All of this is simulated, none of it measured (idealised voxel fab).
You're looking at the process module voxel gate over fins.
Cross-section cut spans 265 nm and uses square cells 5 nm in size.
Cross-section layout: square cells on a grid; listed as bands, top to bottom; a band spans one or more cell rows.
A band entry consists of two parts. The first gives the height of the band's top and the height of its bottom, in nm. The rest lists the band's materials from left to right, each with its width in nm. A single material labelled with the word "everywhere" fills the band from edge to edge, and the word "blank" marks empty space.
All heights in this document are referenced to 0, defined as the level beneath which the wafer, as received, consists entirely of one material. The lowest band is not bounded below; it extends indefinitely downward and is written in the form "0..down".
Width "30->40": first value at the band's top row of cells, second value at its bottom row, equal change from row to row.
No cell of the cross-section changed in a step that is given as "nothing got changed".
The label "Non-vented voids" introduces a list of the empty spaces, 8 cells or larger, that have no open way up to the top; each entry in it reads width x height at distance, where the distance is taken from the left edge and all three are stated in nm.
Note: text after step settings on the step line = simulator remark on that step.
Steps that use a mask can have "overlay nm" on their line. It says how far the mask sat to the right of where it was meant to be. Negative means to the left.
[The steps planned for the process are as follows]
1,op RECEIVE | material Si
2,op CONFORMAL_DEP | material SiN | thk nm 10
3,op DIRECTIONAL_DEP | material aC | thk nm 10
4,op PATTERN | tone cover | mask id FINS | material resist | width nm 15 | pitch nm 50 | thk nm 30 | overlay nm 0
5,op DIRECTIONAL_ETCH | etch materials aC | depth nm 5
6,op STRIP | etch materials resist
7,op DIRECTIONAL_ETCH | etch materials SiN | depth nm 10
8,op DIRECTIONAL_ETCH | etch materials Si | depth nm 40
9,op STRIP | etch materials aC
10,op FILL_DEP | material SiO2 | thk nm 15
11,op CMP | height nm 10
12,op PATTERN | tone open | mask id RAIL | material resist | width nm 15 | thk nm 15 | overlay nm 0
13,op DIRECTIONAL_ETCH | etch materials SiO2 | depth nm 45
14,op STRIP | etch materials resist
15,op CONFORMAL_DEP | material TiN | thk nm 5
16,op FILL_DEP | material W | thk nm 10
17,op CMP | height nm 10
18,op SELECTIVE_ETCH | etch materials W Ru TiN | depth nm 25
19,op FILL_DEP | material SiO2 | thk nm 5
20,op CMP | height nm 10
21,op SELECTIVE_ETCH | etch materials SiO2 | depth nm 20
22,op STRIP | etch materials SiN
23,op CONFORMAL_DEP | material HfO2 | thk nm 5
24,op CONFORMAL_DEP | material TiN | thk nm 5
25,op CONFORMAL_DEP | material TiAl | thk nm 5
26,op CONFORMAL_DEP | material TiN | thk nm 5
27,op FILL_DEP | material W | thk nm 10
28,op CMP | height nm 25
29,op CONFORMAL_DEP | material SiCN | thk nm 10
Every wafer here starts from the same state; it is the step 5 depth nm that distinguishes them, and the value the plan gives belongs to the first wafer.
[Received condition of the first of several wafers, sectioned: post-step 1]
- 0..down = Si everywhere
- Non-vented voids: none
[The first of several wafers, seen in cross-section after the module's last step, step 29]
- 35..25 = SiCN everywhere
- 25..20 = W everywhere
- 20..15 = TiN everywhere
- 15..10 = TiAl everywhere
- 10..5 = TiN everywhere
- 5..0 = HfO2 everywhere
- 0..down = Si everywhere
- Non-vented voids: none
[Cross-section of the last wafer at end of module]
- 35..25 = SiCN everywhere
- 25..20 = W everywhere
- 20..15 = W: 80 / TiN: 105 / W: 80
- 15..10 = W: 80 / TiN: 5 / TiAl: 45 / TiN: 5 / TiAl: 45 / TiN: 5 / W: 80
- 10..5 = TiN: 85 / TiAl: 5 / TiN: 35 / TiAl: 5 / TiN: 5 / TiAl: 5 / TiN: 35 / TiAl: 5 / TiN: 85
- 5..0 = TiAl: 90 / TiN: 5 / HfO2: 25 / TiN: 5 / TiAl: 15 / TiN: 5 / HfO2: 25 / TiN: 5 / TiAl: 90
- 0..-5 = TiN: 95 / HfO2: 5 / Si: 15 / HfO2: 5 / TiN: 25 / HfO2: 5 / Si: 15 / HfO2: 5 / TiN: 95
- -5..-10 = HfO2: 100 / Si: 15 / HfO2: 35 / Si: 15 / HfO2: 100
- -10..-15 = SiO2: 100 / Si: 15 / SiO2: 35 / Si: 15 / SiO2: 100
- -15..-30 = SiO2: 100 / Si: 15 / SiO2: 10 / TiN: 5 / W: 5 / TiN: 5 / SiO2: 10 / Si: 15 / SiO2: 100
- -30..-35 = SiO2: 100 / Si: 15 / SiO2: 10 / TiN: 15 / SiO2: 10 / Si: 15 / SiO2: 100
- -35..-40 = SiO2: 100 / Si: 15 / SiO2: 35 / Si: 15 / SiO2: 100
- -40..down = Si everywhere
- Non-vented voids: none
[Per wafer, end of module: cells gained (+) or lost (-) per material since receipt, then closed voids]
depth nm 5 | +53 HfO2 | +106 SiCN | +53 TiAl | +106 TiN | +53 W | Non-vented voids: none
depth nm 10 | +61 HfO2 | -376 Si | +106 SiCN | +270 SiO2 | +61 TiAl | +129 TiN | +120 W | Non-vented voids: none
depth nm 15 | +61 HfO2 | -376 Si | +106 SiCN | +270 SiO2 | +61 TiAl | +129 TiN | +120 W | Non-vented voids: none
depth nm 20 | +61 HfO2 | -376 Si | +106 SiCN | +270 SiO2 | +61 TiAl | +129 TiN | +120 W | Non-vented voids: none
depth nm 25 | +61 HfO2 | -376 Si | +106 SiCN | +270 SiO2 | +61 TiAl | +129 TiN | +120 W | Non-vented voids: none
